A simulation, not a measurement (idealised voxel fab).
The following process module bears the name voxel released beams.
Shown is cross-section cut, with a width of 270 nm and square cells of size 5 nm.
Think of the cross-section as a grid of square cells. We describe it in bands, top to bottom, and each band covers one or more rows of those cells. Basically the band line says how high the top is and how high the bottom is, in nm, and then what's in it from left to right, every material with its width in nm. Empty space shows up as "blank", and if a single material carries "edge to edge" it runs the full band edge to edge. Heights are measured from 0, the level below which the as-received wafer is all one material; the lowest band has no bottom and continues downward, written as in "z 0 and below". Quick explanation for "30 to 40": the width changes in equal steps down the rows of cells, from the first number in the band's top row to the second number in its bottom row. It should be understood that the words "no modification", when stated for a given step, signify that the cross-section underwent no change in any of its cells during that step. If an empty space has no open way to the top and is at least 8 cells in size, "Closed void register" lists it, written width x height at distance, where distance is measured from the left edge and every value is in nm. Where a step's line continues beyond its settings, the continuation is a remark by the simulator itself on that step. You can add "overlay nm" to a step's line. For a step with a mask, it describes how far the mask lay to the right of its planned position, and a negative number describes a lay to the left.

PLANNED PROCESS STEPS
1: RECEIVE | material Si
2: CONFORMAL_DEP | material Al2O3 | thk nm 10
3: DIRECTIONAL_DEP | material SiO2 | thk nm 10
4: PATTERN | tone open | mask id ANCHOR | material resist | width nm 40 | thk nm 20 | overlay nm 0
5: DIRECTIONAL_ETCH | etch materials SiO2 | depth nm 10
6: STRIP | etch materials resist
7: CONFORMAL_DEP | material SiN | thk nm 15
8: DIRECTIONAL_DEP | material aC | thk nm 15
9: PATTERN | tone cover | mask id BEAM | material resist | width nm 110 | thk nm 35 | overlay nm 0
10: DIRECTIONAL_ETCH | etch materials aC | depth nm 15
11: STRIP | etch materials resist
12: DIRECTIONAL_ETCH | etch materials SiN | depth nm 15
13: STRIP | etch materials aC
14: STRIP | etch materials SiO2

THE CROSS-SECTION HERE SHOWS THE WAFER AS RECEIVED, I.E. IN ITS STATE AFTER STEP 1
    z 0 and below  Si edge to edge
    Closed void register: none

END-OF-MODULE XS, FIRST OF TWO WAFERS, RUN AS PLANNED
    z 35 to 25  blank (75), SiN (20), blank (10), SiN (80), blank (85)
    z 25 to 20  blank (75), SiN (110), blank (85)
    z 20 to 10  blank (80), SiN (40), blank (150)
    z 10 to 0  Al2O3 edge to edge
    z 0 and below  Si edge to edge
    Closed void register: none

END OF MODULE, SECOND WAFER, CROSS-SECTION. STARTED LIKE THE FIRST, PLANNED LIKE THE FIRST, RUN WITH ONE MISTAKE
    z 35 to 25  blank (75), SiN (10), blank (10), SiN (90), blank (85)
    z 25 to 20  blank (75), SiN (110), blank (85)
    z 20 to 10  blank (70), SiN (40), blank (160)
    z 10 to 0  Al2O3 edge to edge
    z 0 and below  Si edge to edge
    Closed void register: none
Plan not followed: for step 4, the planned setting was not used; the step was instead run as PATTERN | tone open | mask id ANCHOR | material resist | width nm 40 | thk nm 20 | overlay nm -10
Heads up: at the end the two wafers have identical cell counts per material, they're just laid out differently.
